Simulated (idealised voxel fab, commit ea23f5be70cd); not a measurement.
Presented below is a process module, voxel lift off.
Section cut is 260 nm wide and gridded with 5 nm square cells.
In this document a cross-section is written as a grid of square cells. It is given as a series of bands, listed from the top down, and a band is one or more rows of cells. Band: top height; bottom height; in nm. Then, left to right: material with width in nm, for each material. "everywhere": a single material spanning edge to edge. "empty": empty space. Heights are measured from 0, the level below which the as-received wafer is all one material; the lowest band has no bottom and continues downward, written as in "0 nm and below". A two-number width, for instance "30..40", indicates that the width is equal to the first number in the top row of the band and to the second number in the bottom row, and that it changes by a constant amount per row of cells. Take "stayed the same" at face value: in the step it is given for, the cross-section changed in none of its cells. If an empty space has no open way to the top and is at least 8 cells in size, "Closed void table" lists it, written width x height at distance, where distance is measured from the left edge and every value is in nm. That trailing text on a step's line, after the settings, is the simulator's own remark on the step. The "overlay nm" setting may appear on a step's line; for a step that uses a mask, it gives how far to the right of its planned position the mask lay, and a negative value indicates the left.
### Below is the list of planned process steps
| 1 | RECEIVE,material Si |
| 2 | CONFORMAL_DEP,material SiO2,thk nm 15 |
| 3 | PATTERN,tone open,mask id LINES,material resist,width nm 15,pitch nm 45,thk nm 30,overlay nm 0 |
| 4 | DIRECTIONAL_DEP,material Ru,thk nm 15 |
| 5 | STRIP,etch materials resist |
| 6 | CONFORMAL_DEP,material SiN,thk nm 5 |
### Incoming wafer, cross-sectional view, post step 1
0 nm and below = Si everywhere
Closed void table: none
### Below is the wafer in cross-section after the module was completed. It began from the starting point shown above and followed the plan shown above, except that one mistake was made while running it
20 nm to 15 nm = empty 95 / SiN 25 / empty 20 / SiN 25 / empty 95
15 nm to 5 nm = empty 95 / SiN 5 / Ru 15 / SiN 5 / empty 20 / SiN 5 / Ru 15 / SiN 5 / empty 95
5 nm to 0 nm = SiN 100 / Ru 15 / SiN 30 / Ru 15 / SiN 100
0 nm and below = Si everywhere
Closed void table: none
So what did we get wrong on this run? plan step 2 skipped
